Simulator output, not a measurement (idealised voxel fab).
process module | voxel self aligned contacts
cross-section cut | 270 nm wide | cells 5 nm
A cross-section is a grid of square cells, given in bands from the top down. A band is one or more rows of cells.
Each band's line starts with the height of the band's top and of its bottom, in nm. Then come its materials from left to right, each with its width in nm. One material with "throughout" fills the band from edge to edge. "air" is empty space.
Height 0 is the level under which the wafer as received is all one material. The lowest band goes on downwards, as in "0 down".
A width such as "30 to 40" changes by the same amount from each row of cells to the next, from the band's top row to its bottom row.
"no change" after a step means that no cell of the cross-section changed.
closed voids: empty space of 8 cells or more with no open way to the top, each as width x height at its distance from the left edge, in nm
after a step's settings: what the simulator itself notes on the step
overlay nm, on a step with a mask: how far to the right of its planned place the mask lay; to the left if negative
plan
1 op RECEIVE | material Si
2 op OXIDIZE | depth nm 5
3 op DIRECTIONAL_DEP | material polySi | thk nm 30
4 op DIRECTIONAL_DEP | material SiN | thk nm 20
5 op DIRECTIONAL_DEP | material aC | thk nm 10
6 op PATTERN | tone cover | mask id GATE | material resist | width nm 35 | pitch nm 70 | thk nm 25 | overlay nm 0
7 op DIRECTIONAL_ETCH | etch materials aC | depth nm 10
8 op STRIP | etch materials resist
9 op DIRECTIONAL_ETCH | etch materials SiN | depth nm 20
10 op DIRECTIONAL_ETCH | etch materials polySi | depth nm 30
11 op STRIP | etch materials aC
12 op CONFORMAL_DEP | material SiN | thk nm 10
13 op DIRECTIONAL_ETCH | etch materials SiN | depth nm 10
14 op FILL_DEP | material SiO2 | thk nm 15
15 op CMP | height nm 60
16 op PATTERN | tone open | mask id CONTACT | material resist | width nm 45 | pitch nm 70 | thk nm 15 | overlay nm 0
17 op DIRECTIONAL_ETCH | etch materials SiO2 | depth nm 65
18 op STRIP | etch materials resist
19 op CONFORMAL_DEP | material TiN | thk nm 5
20 op FILL_DEP | material Ru | thk nm 5
21 op CMP | height nm 60
22 op CONFORMAL_DEP | material SiN | thk nm 5
as received, after step 1
  0 down: Si throughout
  closed voids: none
a wafer at the end: this start, this plan, one mistake
  65 to 60: SiN throughout
  60 to 35: SiO2 35 | SiN 10 | polySi 35 | SiN 10 | TiN 5 | Ru 5 | TiN 5 | SiN 10 | polySi 35 | SiN 10 | TiN 5 | Ru 5 | TiN 5 | SiN 10 | polySi 35 | SiN 10 | SiO2 40
  35 to 30: SiO2 35 | SiN 10 | polySi 35 | SiN 10 | TiN 15 | SiN 10 | polySi 35 | SiN 10 | TiN 15 | SiN 10 | polySi 35 | SiN 10 | SiO2 40
  30 to 0: polySi throughout
  0 to -5: SiO2 throughout
  -5 down: Si throughout
  closed voids: none
what went wrong: step 3 was run twice
